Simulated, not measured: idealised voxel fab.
Presented below is a process module, voxel wiring stack.
It is cross-section cut that appears here, measuring 275 nm in width, its square cells being 5 nm in size.
Each cross-section below is a grid of square cells, stated as bands in top-down order, with one or more rows of cells making up each band. Top, bottom (nm), then materials left to right with widths (nm); lone material tagged "throughout" fills the whole band edge to edge; "air" = empty space. Below 0: as-received wafer, all one material; heights counted from there. Lowest band: no bottom, goes on down, written "z 0 and below". Width spec "30..40" -> top row of cells at first value, bottom row at second value, equal per-row change in between. Where a step carries "identical to before", the cross-section came out of it unchanged, cell for cell. Listed in "Fully enclosed voids": every empty space of 8 or more cells without an open way to the top. Form: width x height at distance, the distance being from the left edge, all in nm. Note: text after step settings on the step line = simulator remark on that step. overlay nm: on a step with a mask, how far right of its planned place the mask lay; negative means left.

## The steps planned for the process are as follows
step 1: RECEIVE [material Si]
step 2: CONFORMAL_DEP [material SiO2] [thk nm 15]
step 3: DIRECTIONAL_DEP [material TiN] [thk nm 5]
step 4: DIRECTIONAL_DEP [material Ru] [thk nm 15]
step 5: DIRECTIONAL_DEP [material aC] [thk nm 15]
step 6: PATTERN [tone cover] [mask id METAL_1] [material resist] [width nm 25] [pitch nm 40] [thk nm 35] [overlay nm 0]
step 7: DIRECTIONAL_ETCH [etch materials aC] [depth nm 15]
step 8: STRIP [etch materials resist]
step 9: DIRECTIONAL_ETCH [etch materials Ru] [depth nm 15]
step 10: DIRECTIONAL_ETCH [etch materials TiN] [depth nm 5]
step 11: STRIP [etch materials aC]
step 12: FILL_DEP [material lowk] [thk nm 5]
step 13: CMP [height nm 35]
step 14: CONFORMAL_DEP [material SiCN] [thk nm 5]
step 15: DIRECTIONAL_DEP [material lowk] [thk nm 15]
step 16: DIRECTIONAL_DEP [material aC] [thk nm 15]
step 17: PATTERN [tone open] [mask id PLUG_1] [material resist] [width nm 15] [pitch nm 40] [thk nm 35] [overlay nm 0]
step 18: DIRECTIONAL_ETCH [etch materials aC] [depth nm 15]
step 19: STRIP [etch materials resist]
step 20: DIRECTIONAL_ETCH [etch materials lowk] [depth nm 15]
step 21: DIRECTIONAL_ETCH [etch materials SiCN] [depth nm 5]
step 22: STRIP [etch materials aC]
step 23: EPI [material Ru] [thk nm 10]
step 24: EPI [material Ru] [thk nm 10]
step 25: CONFORMAL_DEP [material SiN] [thk nm 5]
step 26: DIRECTIONAL_DEP [material SiO2] [thk nm 15]
step 27: MASKED_ETCH [tone open] [mask id METAL_2] [width nm 25] [pitch nm 40] [etch materials SiO2] [depth nm 15] [overlay nm 0]
step 28: MASKED_ETCH [tone open] [mask id METAL_2] [width nm 25] [pitch nm 40] [etch materials SiN] [depth nm 5] [overlay nm 0]
step 29: CONFORMAL_DEP [material TiN] [thk nm 5]
step 30: FILL_DEP [material Cu] [thk nm 5]
step 31: CMP [height nm 75]
step 32: EPI [material Ru] [thk nm 5]
step 33: FILL_DEP [material SiCN] [thk nm 5]
step 34: DIRECTIONAL_DEP [material SiO2] [thk nm 35]
step 35: MASKED_ETCH [tone open] [mask id METAL_3] [width nm 25] [pitch nm 40] [etch materials SiO2] [depth nm 20] [overlay nm 0]
step 36: DIRECTIONAL_DEP [material aC] [thk nm 10]
step 37: PATTERN [tone open] [mask id METAL_3_HOLES] [material resist] [width nm 15] [pitch nm 80] [thk nm 30] [overlay nm 0]
step 38: DIRECTIONAL_ETCH [etch materials aC] [depth nm 10]
step 39: STRIP [etch materials resist]
step 40: DIRECTIONAL_ETCH [etch materials SiO2] [depth nm 15]
step 41: DIRECTIONAL_ETCH [etch materials SiCN] [depth nm 5]
step 42: STRIP [etch materials aC]
step 43: CONFORMAL_DEP [material TiN] [thk nm 5]
step 44: FILL_DEP [material Cu] [thk nm 5]
step 45: CMP [height nm 120]
step 46: CONFORMAL_DEP [material SiN] [thk nm 5]

## What follows covers the first of two wafers; it ran as planned

## Cross-section of the incoming wafer, state after step 1
    z 0 and below = Si throughout
    Fully enclosed voids: none

## Cross-section: wafer state after step 2
    z 15 to 0 = SiO2 throughout
    Heights below 0 show no change.

## Cross-section: wafer state after step 3
    z 20 to 15 = TiN throughout
    Heights below 15 show no change.

## Cross-section: wafer state after step 4
    z 35 to 20 = Ru throughout
    Heights below 20 show no change.

## Cross-section: wafer state after step 5
    z 50 to 35 = aC throughout
    Heights below 35 show no change.

## Cross-section: wafer state after step 6
    z 85 to 50 = 65 nm air, then 25 nm resist, then 15 nm air, then 25 nm resist, then 15 nm air, then 25 nm resist, then 15 nm air, then 25 nm resist, then 65 nm air
    Heights below 50 show no change.

## Cross-section: wafer state after step 7
    z 70 to 50 = 65 nm air, then 25 nm resist, then 15 nm air, then 25 nm resist, then 15 nm air, then 25 nm resist, then 15 nm air, then 25 nm resist, then 65 nm air
    z 50 to 35 = 65 nm air, then 25 nm aC, then 15 nm air, then 25 nm aC, then 15 nm air, then 25 nm aC, then 15 nm air, then 25 nm aC, then 65 nm air
    Heights below 35 show no change.

## Cross-section: wafer state after step 8
    z 50 to 35 = 65 nm air, then 25 nm aC, then 15 nm air, then 25 nm aC, then 15 nm air, then 25 nm aC, then 15 nm air, then 25 nm aC, then 65 nm air
    Heights below 35 show no change.

## Cross-section: wafer state after step 9
    z 50 to 35 = 65 nm air, then 25 nm aC, then 15 nm air, then 25 nm aC, then 15 nm air, then 25 nm aC, then 15 nm air, then 25 nm aC, then 65 nm air
    z 35 to 20 = 65 nm air, then 25 nm Ru, then 15 nm air, then 25 nm Ru, then 15 nm air, then 25 nm Ru, then 15 nm air, then 25 nm Ru, then 65 nm air
    Heights below 20 show no change.

## Cross-section: wafer state after step 10
    z 50 to 35 = 65 nm air, then 25 nm aC, then 15 nm air, then 25 nm aC, then 15 nm air, then 25 nm aC, then 15 nm air, then 25 nm aC, then 65 nm air
    z 35 to 20 = 65 nm air, then 25 nm Ru, then 15 nm air, then 25 nm Ru, then 15 nm air, then 25 nm Ru, then 15 nm air, then 25 nm Ru, then 65 nm air
    z 20 to 15 = 65 nm air, then 25 nm TiN, then 15 nm air, then 25 nm TiN, then 15 nm air, then 25 nm TiN, then 15 nm air, then 25 nm TiN, then 65 nm air
    Heights below 15 show no change.

## Cross-section: wafer state after step 11
    z 35 to 20 = 65 nm air, then 25 nm Ru, then 15 nm air, then 25 nm Ru, then 15 nm air, then 25 nm Ru, then 15 nm air, then 25 nm Ru, then 65 nm air
    Heights below 20 show no change.

## Cross-section: wafer state after step 12
    z 40 to 35 = lowk throughout
    z 35 to 20 = 65 nm lowk, then 25 nm Ru, then 15 nm lowk, then 25 nm Ru, then 15 nm lowk, then 25 nm Ru, then 15 nm lowk, then 25 nm Ru, then 65 nm lowk
    z 20 to 15 = 65 nm lowk, then 25 nm TiN, then 15 nm lowk, then 25 nm TiN, then 15 nm lowk, then 25 nm TiN, then 15 nm lowk, then 25 nm TiN, then 65 nm lowk
    Heights below 15 show no change.

## Cross-section: wafer state after step 13
    z 35 to 20 = 65 nm lowk, then 25 nm Ru, then 15 nm lowk, then 25 nm Ru, then 15 nm lowk, then 25 nm Ru, then 15 nm lowk, then 25 nm Ru, then 65 nm lowk
    Heights below 20 show no change.

## Cross-section: wafer state after step 14
    z 40 to 35 = SiCN throughout
    Heights below 35 show no change.

## Cross-section: wafer state after step 15
    z 55 to 40 = lowk throughout
    Heights below 40 show no change.

## Cross-section: wafer state after step 16
    z 70 to 55 = aC throughout
    Heights below 55 show no change.

## Cross-section: wafer state after step 17
    z 105 to 70 = 65 nm resist, then 15 nm air, then 25 nm resist, then 15 nm air, then 25 nm resist, then 15 nm air, then 25 nm resist, then 15 nm air, then 75 nm resist
    Heights below 70 show no change.

## Cross-section: wafer state after step 18
    z 90 to 70 = 65 nm resist, then 15 nm air, then 25 nm resist, then 15 nm air, then 25 nm resist, then 15 nm air, then 25 nm resist, then 15 nm air, then 75 nm resist
    z 70 to 55 = 65 nm aC, then 15 nm air, then 25 nm aC, then 15 nm air, then 25 nm aC, then 15 nm air, then 25 nm aC, then 15 nm air, then 75 nm aC
    Heights below 55 show no change.

## Cross-section: wafer state after step 19
    z 70 to 55 = 65 nm aC, then 15 nm air, then 25 nm aC, then 15 nm air, then 25 nm aC, then 15 nm air, then 25 nm aC, then 15 nm air, then 75 nm aC
    Heights below 55 show no change.

## Cross-section: wafer state after step 20
    z 70 to 55 = 65 nm aC, then 15 nm air, then 25 nm aC, then 15 nm air, then 25 nm aC, then 15 nm air, then 25 nm aC, then 15 nm air, then 75 nm aC
    z 55 to 40 = 65 nm lowk, then 15 nm air, then 25 nm lowk, then 15 nm air, then 25 nm lowk, then 15 nm air, then 25 nm lowk, then 15 nm air, then 75 nm lowk
    Heights below 40 show no change.

## Cross-section: wafer state after step 21
    z 70 to 55 = 65 nm aC, then 15 nm air, then 25 nm aC, then 15 nm air, then 25 nm aC, then 15 nm air, then 25 nm aC, then 15 nm air, then 75 nm aC
    z 55 to 40 = 65 nm lowk, then 15 nm air, then 25 nm lowk, then 15 nm air, then 25 nm lowk, then 15 nm air, then 25 nm lowk, then 15 nm air, then 75 nm lowk
    z 40 to 35 = 65 nm SiCN, then 15 nm air, then 25 nm SiCN, then 15 nm air, then 25 nm SiCN, then 15 nm air, then 25 nm SiCN, then 15 nm air, then 75 nm SiCN
    Heights below 35 show no change.

## Cross-section: wafer state after step 22
    z 55 to 40 = 65 nm lowk, then 15 nm air, then 25 nm lowk, then 15 nm air, then 25 nm lowk, then 15 nm air, then 25 nm lowk, then 15 nm air, then 75 nm lowk
    Heights below 40 show no change.

## Cross-section: wafer state after step 23
    z 55 to 45 = 65 nm lowk, then 15 nm air, then 25 nm lowk, then 15 nm air, then 25 nm lowk, then 15 nm air, then 25 nm lowk, then 15 nm air, then 75 nm lowk
    z 45 to 40 = 65 nm lowk, then 15 nm Ru, then 25 nm lowk, then 15 nm Ru, then 25 nm lowk, then 15 nm Ru, then 25 nm lowk, then 15 nm Ru, then 75 nm lowk
    z 40 to 35 = 65 nm SiCN, then 15 nm Ru, then 25 nm SiCN, then 15 nm Ru, then 25 nm SiCN, then 15 nm Ru, then 25 nm SiCN, then 15 nm Ru, then 75 nm SiCN
    Heights below 35 show no change.

## Cross-section: wafer state after step 24
    z 55 to 40 = 65 nm lowk, then 15 nm Ru, then 25 nm lowk, then 15 nm Ru, then 25 nm lowk, then 15 nm Ru, then 25 nm lowk, then 15 nm Ru, then 75 nm lowk
    Heights below 40 show no change.

## Cross-section: wafer state after step 25
    z 60 to 55 = SiN throughout
    Heights below 55 show no change.

## Cross-section: wafer state after step 26
    z 75 to 60 = SiO2 throughout
    Heights below 60 show no change.

## Cross-section: wafer state after step 27
    z 75 to 60 = 65 nm SiO2, then 25 nm air, then 15 nm SiO2, then 25 nm air, then 15 nm SiO2, then 25 nm air, then 15 nm SiO2, then 25 nm air, then 65 nm SiO2
    Heights below 60 show no change.

## Cross-section: wafer state after step 28
    z 75 to 60 = 65 nm SiO2, then 25 nm air, then 15 nm SiO2, then 25 nm air, then 15 nm SiO2, then 25 nm air, then 15 nm SiO2, then 25 nm air, then 65 nm SiO2
    z 60 to 55 = 65 nm SiN, then 25 nm air, then 15 nm SiN, then 25 nm air, then 15 nm SiN, then 25 nm air, then 15 nm SiN, then 25 nm air, then 65 nm SiN
    Heights below 55 show no change.

## Cross-section: wafer state after step 29
    z 80 to 75 = 70 nm TiN, then 15 nm air, then 25 nm TiN, then 15 nm air, then 25 nm TiN, then 15 nm air, then 25 nm TiN, then 15 nm air, then 70 nm TiN
    z 75 to 60 = 65 nm SiO2, then 5 nm TiN, then 15 nm air, then 5 nm TiN, then 15 nm SiO2, then 5 nm TiN, then 15 nm air, then 5 nm TiN, then 15 nm SiO2, then 5 nm TiN, then 15 nm air, then 5 nm TiN, then 15 nm SiO2, then 5 nm TiN, then 15 nm air, then 5 nm TiN, then 65 nm SiO2
    z 60 to 55 = 65 nm SiN, then 25 nm TiN, then 15 nm SiN, then 25 nm TiN, then 15 nm SiN, then 25 nm TiN, then 15 nm SiN, then 25 nm TiN, then 65 nm SiN
    Heights below 55 show no change.

## Cross-section: wafer state after step 30
    z 85 to 80 = Cu throughout
    z 80 to 75 = 70 nm TiN, then 15 nm Cu, then 25 nm TiN, then 15 nm Cu, then 25 nm TiN, then 15 nm Cu, then 25 nm TiN, then 15 nm Cu, then 70 nm TiN
    z 75 to 60 = 65 nm SiO2, then 5 nm TiN, then 15 nm Cu, then 5 nm TiN, then 15 nm SiO2, then 5 nm TiN, then 15 nm Cu, then 5 nm TiN, then 15 nm SiO2, then 5 nm TiN, then 15 nm Cu, then 5 nm TiN, then 15 nm SiO2, then 5 nm TiN, then 15 nm Cu, then 5 nm TiN, then 65 nm SiO2
    Heights below 60 show no change.

## Cross-section: wafer state after step 31
    z 75 to 60 = 65 nm SiO2, then 5 nm TiN, then 15 nm Cu, then 5 nm TiN, then 15 nm SiO2, then 5 nm TiN, then 15 nm Cu, then 5 nm TiN, then 15 nm SiO2, then 5 nm TiN, then 15 nm Cu, then 5 nm TiN, then 15 nm SiO2, then 5 nm TiN, then 15 nm Cu, then 5 nm TiN, then 65 nm SiO2
    Heights below 60 show no change.

## Cross-section: wafer state after step 32
    z 80 to 75 = 60 nm air, then 35 nm Ru, then 5 nm air, then 35 nm Ru, then 5 nm air, then 35 nm Ru, then 5 nm air, then 35 nm Ru, then 60 nm air
    Heights below 75 show no change.

## Cross-section: wafer state after step 33
    z 85 to 80 = SiCN throughout
    z 80 to 75 = 60 nm SiCN, then 35 nm Ru, then 5 nm SiCN, then 35 nm Ru, then 5 nm SiCN, then 35 nm Ru, then 5 nm SiCN, then 35 nm Ru, then 60 nm SiCN
    Heights below 75 show no change.

## Cross-section: wafer state after step 34
    z 120 to 85 = SiO2 throughout
    Heights below 85 show no change.

## Cross-section: wafer state after step 35
    z 120 to 100 = 65 nm SiO2, then 25 nm air, then 15 nm SiO2, then 25 nm air, then 15 nm SiO2, then 25 nm air, then 15 nm SiO2, then 25 nm air, then 65 nm SiO2
    Heights below 100 show no change.

## Cross-section: wafer state after step 36
    z 130 to 120 = 65 nm aC, then 25 nm air, then 15 nm aC, then 25 nm air, then 15 nm aC, then 25 nm air, then 15 nm aC, then 25 nm air, then 65 nm aC
    z 120 to 110 = 65 nm SiO2, then 25 nm air, then 15 nm SiO2, then 25 nm air, then 15 nm SiO2, then 25 nm air, then 15 nm SiO2, then 25 nm air, then 65 nm SiO2
    z 110 to 100 = 65 nm SiO2, then 25 nm aC, then 15 nm SiO2, then 25 nm aC, then 15 nm SiO2, then 25 nm aC, then 15 nm SiO2, then 25 nm aC, then 65 nm SiO2
    Heights below 100 show no change.

## Cross-section: wafer state after step 37
    z 160 to 130 = 65 nm resist, then 15 nm air, then 65 nm resist, then 15 nm air, then 115 nm resist
    z 130 to 120 = 65 nm aC, then 15 nm air, then 10 nm resist, then 15 nm aC, then 25 nm resist, then 15 nm aC, then 15 nm air, then 10 nm resist, then 15 nm aC, then 25 nm resist, then 65 nm aC
    z 120 to 110 = 65 nm SiO2, then 15 nm air, then 10 nm resist, then 15 nm SiO2, then 25 nm resist, then 15 nm SiO2, then 15 nm air, then 10 nm resist, then 15 nm SiO2, then 25 nm resist, then 65 nm SiO2
    Heights below 110 show no change.

## Cross-section: wafer state after step 38
    z 150 to 130 = 65 nm resist, then 15 nm air, then 65 nm resist, then 15 nm air, then 115 nm resist
    z 130 to 120 = 65 nm aC, then 15 nm air, then 10 nm resist, then 15 nm aC, then 25 nm resist, then 15 nm aC, then 15 nm air, then 10 nm resist, then 15 nm aC, then 25 nm resist, then 65 nm aC
    z 120 to 110 = 65 nm SiO2, then 15 nm air, then 10 nm resist, then 15 nm SiO2, then 25 nm resist, then 15 nm SiO2, then 15 nm air, then 10 nm resist, then 15 nm SiO2, then 25 nm resist, then 65 nm SiO2
    z 110 to 100 = 65 nm SiO2, then 15 nm air, then 10 nm aC, then 15 nm SiO2, then 25 nm aC, then 15 nm SiO2, then 15 nm air, then 10 nm aC, then 15 nm SiO2, then 25 nm aC, then 65 nm SiO2
    Heights below 100 show no change.

## Cross-section: wafer state after step 39
    z 130 to 120 = 65 nm aC, then 25 nm air, then 15 nm aC, then 25 nm air, then 15 nm aC, then 25 nm air, then 15 nm aC, then 25 nm air, then 65 nm aC
    z 120 to 110 = 65 nm SiO2, then 25 nm air, then 15 nm SiO2, then 25 nm air, then 15 nm SiO2, then 25 nm air, then 15 nm SiO2, then 25 nm air, then 65 nm SiO2
    Heights below 110 show no change.

## Cross-section: wafer state after step 40
    z 130 to 120 = 65 nm aC, then 25 nm air, then 15 nm aC, then 25 nm air, then 15 nm aC, then 25 nm air, then 15 nm aC, then 25 nm air, then 65 nm aC
    z 120 to 110 = 65 nm SiO2, then 25 nm air, then 15 nm SiO2, then 25 nm air, then 15 nm SiO2, then 25 nm air, then 15 nm SiO2, then 25 nm air, then 65 nm SiO2
    z 110 to 100 = 65 nm SiO2, then 15 nm air, then 10 nm aC, then 15 nm SiO2, then 25 nm aC, then 15 nm SiO2, then 15 nm air, then 10 nm aC, then 15 nm SiO2, then 25 nm aC, then 65 nm SiO2
    z 100 to 85 = 65 nm SiO2, then 15 nm air, then 65 nm SiO2, then 15 nm air, then 115 nm SiO2
    Heights below 85 show no change.

## Cross-section: wafer state after step 41
    z 130 to 120 = 65 nm aC, then 25 nm air, then 15 nm aC, then 25 nm air, then 15 nm aC, then 25 nm air, then 15 nm aC, then 25 nm air, then 65 nm aC
    z 120 to 110 = 65 nm SiO2, then 25 nm air, then 15 nm SiO2, then 25 nm air, then 15 nm SiO2, then 25 nm air, then 15 nm SiO2, then 25 nm air, then 65 nm SiO2
    z 110 to 100 = 65 nm SiO2, then 15 nm air, then 10 nm aC, then 15 nm SiO2, then 25 nm aC, then 15 nm SiO2, then 15 nm air, then 10 nm aC, then 15 nm SiO2, then 25 nm aC, then 65 nm SiO2
    z 100 to 85 = 65 nm SiO2, then 15 nm air, then 65 nm SiO2, then 15 nm air, then 115 nm SiO2
    z 85 to 80 = 65 nm SiCN, then 15 nm air, then 65 nm SiCN, then 15 nm air, then 115 nm SiCN
    Heights below 80 show no change.

## Cross-section: wafer state after step 42
    z 120 to 100 = 65 nm SiO2, then 25 nm air, then 15 nm SiO2, then 25 nm air, then 15 nm SiO2, then 25 nm air, then 15 nm SiO2, then 25 nm air, then 65 nm SiO2
    Heights below 100 show no change.

## Cross-section: wafer state after step 43
    z 125 to 120 = 70 nm TiN, then 15 nm air, then 25 nm TiN, then 15 nm air, then 25 nm TiN, then 15 nm air, then 25 nm TiN, then 15 nm air, then 70 nm TiN
    z 120 to 105 = 65 nm SiO2, then 5 nm TiN, then 15 nm air, then 5 nm TiN, then 15 nm SiO2, then 5 nm TiN, then 15 nm air, then 5 nm TiN, then 15 nm SiO2, then 5 nm TiN, then 15 nm air, then 5 nm TiN, then 15 nm SiO2, then 5 nm TiN, then 15 nm air, then 5 nm TiN, then 65 nm SiO2
    z 105 to 100 = 65 nm SiO2, then 5 nm TiN, then 5 nm air, then 15 nm TiN, then 15 nm SiO2, then 25 nm TiN, then 15 nm SiO2, then 5 nm TiN, then 5 nm air, then 15 nm TiN, then 15 nm SiO2, then 25 nm TiN, then 65 nm SiO2
    z 100 to 85 = 65 nm SiO2, then 5 nm TiN, then 5 nm air, then 5 nm TiN, then 65 nm SiO2, then 5 nm TiN, then 5 nm air, then 5 nm TiN, then 115 nm SiO2
    z 85 to 80 = 65 nm SiCN, then 15 nm TiN, then 65 nm SiCN, then 15 nm TiN, then 115 nm SiCN
    Heights below 80 show no change.

## Cross-section: wafer state after step 44
    z 130 to 125 = Cu throughout
    z 125 to 120 = 70 nm TiN, then 15 nm Cu, then 25 nm TiN, then 15 nm Cu, then 25 nm TiN, then 15 nm Cu, then 25 nm TiN, then 15 nm Cu, then 70 nm TiN
    z 120 to 105 = 65 nm SiO2, then 5 nm TiN, then 15 nm Cu, then 5 nm TiN, then 15 nm SiO2, then 5 nm TiN, then 15 nm Cu, then 5 nm TiN, then 15 nm SiO2, then 5 nm TiN, then 15 nm Cu, then 5 nm TiN, then 15 nm SiO2, then 5 nm TiN, then 15 nm Cu, then 5 nm TiN, then 65 nm SiO2
    z 105 to 100 = 65 nm SiO2, then 5 nm TiN, then 5 nm Cu, then 15 nm TiN, then 15 nm SiO2, then 25 nm TiN, then 15 nm SiO2, then 5 nm TiN, then 5 nm Cu, then 15 nm TiN, then 15 nm SiO2, then 25 nm TiN, then 65 nm SiO2
    z 100 to 85 = 65 nm SiO2, then 5 nm TiN, then 5 nm Cu, then 5 nm TiN, then 65 nm SiO2, then 5 nm TiN, then 5 nm Cu, then 5 nm TiN, then 115 nm SiO2
    Heights below 85 show no change.

## Cross-section: wafer state after step 45
    z 120 to 105 = 65 nm SiO2, then 5 nm TiN, then 15 nm Cu, then 5 nm TiN, then 15 nm SiO2, then 5 nm TiN, then 15 nm Cu, then 5 nm TiN, then 15 nm SiO2, then 5 nm TiN, then 15 nm Cu, then 5 nm TiN, then 15 nm SiO2, then 5 nm TiN, then 15 nm Cu, then 5 nm TiN, then 65 nm SiO2
    Heights below 105 show no change.

## Cross-section: wafer state after step 46
    z 125 to 120 = SiN throughout
    Heights below 120 show no change.

## Wafer two: like wafer one in start and plan, but with one mistake in execution; identical up to and including step 36

## Cross-sectional view of the second wafer at the intended end time of process step 37
    z 160 to 130 = 60 nm resist, then 25 nm air, then 55 nm resist, then 25 nm air, then 110 nm resist
    z 130 to 120 = 65 nm aC, then 20 nm air, then 5 nm resist, then 15 nm aC, then 25 nm resist, then 15 nm aC, then 20 nm air, then 5 nm resist, then 15 nm aC, then 25 nm resist, then 65 nm aC
    z 120 to 110 = 65 nm SiO2, then 20 nm air, then 5 nm resist, then 15 nm SiO2, then 25 nm resist, then 15 nm SiO2, then 20 nm air, then 5 nm resist, then 15 nm SiO2, then 25 nm resist, then 65 nm SiO2
    Heights below 110 show no change.

## Cross-sectional view of the second wafer at the intended end time of process step 38
    z 150 to 130 = 60 nm resist, then 25 nm air, then 55 nm resist, then 25 nm air, then 110 nm resist
    z 130 to 120 = 60 nm aC, then 25 nm air, then 5 nm resist, then 15 nm aC, then 25 nm resist, then 10 nm aC, then 25 nm air, then 5 nm resist, then 15 nm aC, then 25 nm resist, then 65 nm aC
    z 120 to 110 = 65 nm SiO2, then 20 nm air, then 5 nm resist, then 15 nm SiO2, then 25 nm resist, then 15 nm SiO2, then 20 nm air, then 5 nm resist, then 15 nm SiO2, then 25 nm resist, then 65 nm SiO2
    z 110 to 100 = 65 nm SiO2, then 20 nm air, then 5 nm aC, then 15 nm SiO2, then 25 nm aC, then 15 nm SiO2, then 20 nm air, then 5 nm aC, then 15 nm SiO2, then 25 nm aC, then 65 nm SiO2
    Heights below 100 show no change.

## Cross-sectional view of the second wafer at the intended end time of process step 39
    z 130 to 120 = 60 nm aC, then 30 nm air, then 15 nm aC, then 25 nm air, then 10 nm aC, then 30 nm air, then 15 nm aC, then 25 nm air, then 65 nm aC
    z 120 to 110 = 65 nm SiO2, then 25 nm air, then 15 nm SiO2, then 25 nm air, then 15 nm SiO2, then 25 nm air, then 15 nm SiO2, then 25 nm air, then 65 nm SiO2
    Heights below 110 show no change.

## Cross-sectional view of the second wafer at the intended end time of process step 40
    z 130 to 120 = 60 nm aC, then 30 nm air, then 15 nm aC, then 25 nm air, then 10 nm aC, then 30 nm air, then 15 nm aC, then 25 nm air, then 65 nm aC
    z 120 to 110 = 60 nm SiO2, then 30 nm air, then 15 nm SiO2, then 25 nm air, then 10 nm SiO2, then 30 nm air, then 15 nm SiO2, then 25 nm air, then 65 nm SiO2
    z 110 to 100 = 60..65 nm SiO2, then 25..20 nm air, then 5 nm aC, then 15 nm SiO2, then 25 nm aC, then 10..15 nm SiO2, then 25..20 nm air, then 5 nm aC, then 15 nm SiO2, then 25 nm aC, then 65 nm SiO2
    z 100 to 85 = 65 nm SiO2, then 20 nm air, then 60 nm SiO2, then 20 nm air, then 110 nm SiO2
    Heights below 85 show no change.

## Cross-sectional view of the second wafer at the intended end time of process step 41
    z 130 to 120 = 60 nm aC, then 30 nm air, then 15 nm aC, then 25 nm air, then 10 nm aC, then 30 nm air, then 15 nm aC, then 25 nm air, then 65 nm aC
    z 120 to 110 = 60 nm SiO2, then 30 nm air, then 15 nm SiO2, then 25 nm air, then 10 nm SiO2, then 30 nm air, then 15 nm SiO2, then 25 nm air, then 65 nm SiO2
    z 110 to 100 = 60..65 nm SiO2, then 25..20 nm air, then 5 nm aC, then 15 nm SiO2, then 25 nm aC, then 10..15 nm SiO2, then 25..20 nm air, then 5 nm aC, then 15 nm SiO2, then 25 nm aC, then 65 nm SiO2
    z 100 to 85 = 65 nm SiO2, then 20 nm air, then 60 nm SiO2, then 20 nm air, then 110 nm SiO2
    z 85 to 80 = 65 nm SiCN, then 20 nm air, then 60 nm SiCN, then 20 nm air, then 110 nm SiCN
    Heights below 80 show no change.

## Cross-sectional view of the second wafer at the intended end time of process step 42
    z 120 to 105 = 60 nm SiO2, then 30 nm air, then 15 nm SiO2, then 25 nm air, then 10 nm SiO2, then 30 nm air, then 15 nm SiO2, then 25 nm air, then 65 nm SiO2
    z 105 to 100 = 65 nm SiO2, then 25 nm air, then 15 nm SiO2, then 25 nm air, then 15 nm SiO2, then 25 nm air, then 15 nm SiO2, then 25 nm air, then 65 nm SiO2
    Heights below 100 show no change.

## Cross-sectional view of the second wafer at the intended end time of process step 43
    z 125 to 120 = 65 nm TiN, then 20 nm air, then 25 nm TiN, then 15 nm air, then 20 nm TiN, then 20 nm air, then 25 nm TiN, then 15 nm air, then 70 nm TiN
    z 120 to 110 = 60 nm SiO2, then 5 nm TiN, then 20 nm air, then 5 nm TiN, then 15 nm SiO2, then 5 nm TiN, then 15 nm air, then 5 nm TiN, then 10 nm SiO2, then 5 nm TiN, then 20 nm air, then 5 nm TiN, then 15 nm SiO2, then 5 nm TiN, then 15 nm air, then 5 nm TiN, then 65 nm SiO2
    z 110 to 105 = 60 nm SiO2, then 10 nm TiN, then 15 nm air, then 5 nm TiN, then 15 nm SiO2, then 5 nm TiN, then 15 nm air, then 5 nm TiN, then 10 nm SiO2, then 10 nm TiN, then 15 nm air, then 5 nm TiN, then 15 nm SiO2, then 5 nm TiN, then 15 nm air, then 5 nm TiN, then 65 nm SiO2
    z 105 to 100 = 65 nm SiO2, then 5 nm TiN, then 10 nm air, then 10 nm TiN, then 15 nm SiO2, then 25 nm TiN, then 15 nm SiO2, then 5 nm TiN, then 10 nm air, then 10 nm TiN, then 15 nm SiO2, then 25 nm TiN, then 65 nm SiO2
    z 100 to 85 = 65 nm SiO2, then 5 nm TiN, then 10 nm air, then 5 nm TiN, then 60 nm SiO2, then 5 nm TiN, then 10 nm air, then 5 nm TiN, then 110 nm SiO2
    z 85 to 80 = 65 nm SiCN, then 20 nm TiN, then 60 nm SiCN, then 20 nm TiN, then 110 nm SiCN
    Heights below 80 show no change.

## Cross-sectional view of the second wafer at the intended end time of process step 44
    z 130 to 125 = Cu throughout
    z 125 to 120 = 65 nm TiN, then 20 nm Cu, then 25 nm TiN, then 15 nm Cu, then 20 nm TiN, then 20 nm Cu, then 25 nm TiN, then 15 nm Cu, then 70 nm TiN
    z 120 to 110 = 60 nm SiO2, then 5 nm TiN, then 20 nm Cu, then 5 nm TiN, then 15 nm SiO2, then 5 nm TiN, then 15 nm Cu, then 5 nm TiN, then 10 nm SiO2, then 5 nm TiN, then 20 nm Cu, then 5 nm TiN, then 15 nm SiO2, then 5 nm TiN, then 15 nm Cu, then 5 nm TiN, then 65 nm SiO2
    z 110 to 105 = 60 nm SiO2, then 10 nm TiN, then 15 nm Cu, then 5 nm TiN, then 15 nm SiO2, then 5 nm TiN, then 15 nm Cu, then 5 nm TiN, then 10 nm SiO2, then 10 nm TiN, then 15 nm Cu, then 5 nm TiN, then 15 nm SiO2, then 5 nm TiN, then 15 nm Cu, then 5 nm TiN, then 65 nm SiO2
    z 105 to 100 = 65 nm SiO2, then 5 nm TiN, then 10 nm Cu, then 10 nm TiN, then 15 nm SiO2, then 25 nm TiN, then 15 nm SiO2, then 5 nm TiN, then 10 nm Cu, then 10 nm TiN, then 15 nm SiO2, then 25 nm TiN, then 65 nm SiO2
    z 100 to 85 = 65 nm SiO2, then 5 nm TiN, then 10 nm Cu, then 5 nm TiN, then 60 nm SiO2, then 5 nm TiN, then 10 nm Cu, then 5 nm TiN, then 110 nm SiO2
    Heights below 85 show no change.

## Cross-sectional view of the second wafer at the intended end time of process step 45
    z 120 to 110 = 60 nm SiO2, then 5 nm TiN, then 20 nm Cu, then 5 nm TiN, then 15 nm SiO2, then 5 nm TiN, then 15 nm Cu, then 5 nm TiN, then 10 nm SiO2, then 5 nm TiN, then 20 nm Cu, then 5 nm TiN, then 15 nm SiO2, then 5 nm TiN, then 15 nm Cu, then 5 nm TiN, then 65 nm SiO2
    Heights below 110 show no change.

## Cross-sectional view of the second wafer at the intended end time of process step 46
    z 125 to 120 = SiN throughout
    Heights below 120 show no change.
Run error: heads up, step 37 didn't go per plan, it actually ran as PATTERN [tone open] [mask id METAL_3_HOLES] [material resist] [width nm 25] [pitch nm 80] [thk nm 30] [overlay nm 0]
It is noted that, at the conclusion of processing, the second wafer exhibits a higher or lower cell count for certain materials relative to the first: Cu: 12 more | SiCN: 2 fewer | SiO2: 12 fewer | TiN: 2 more
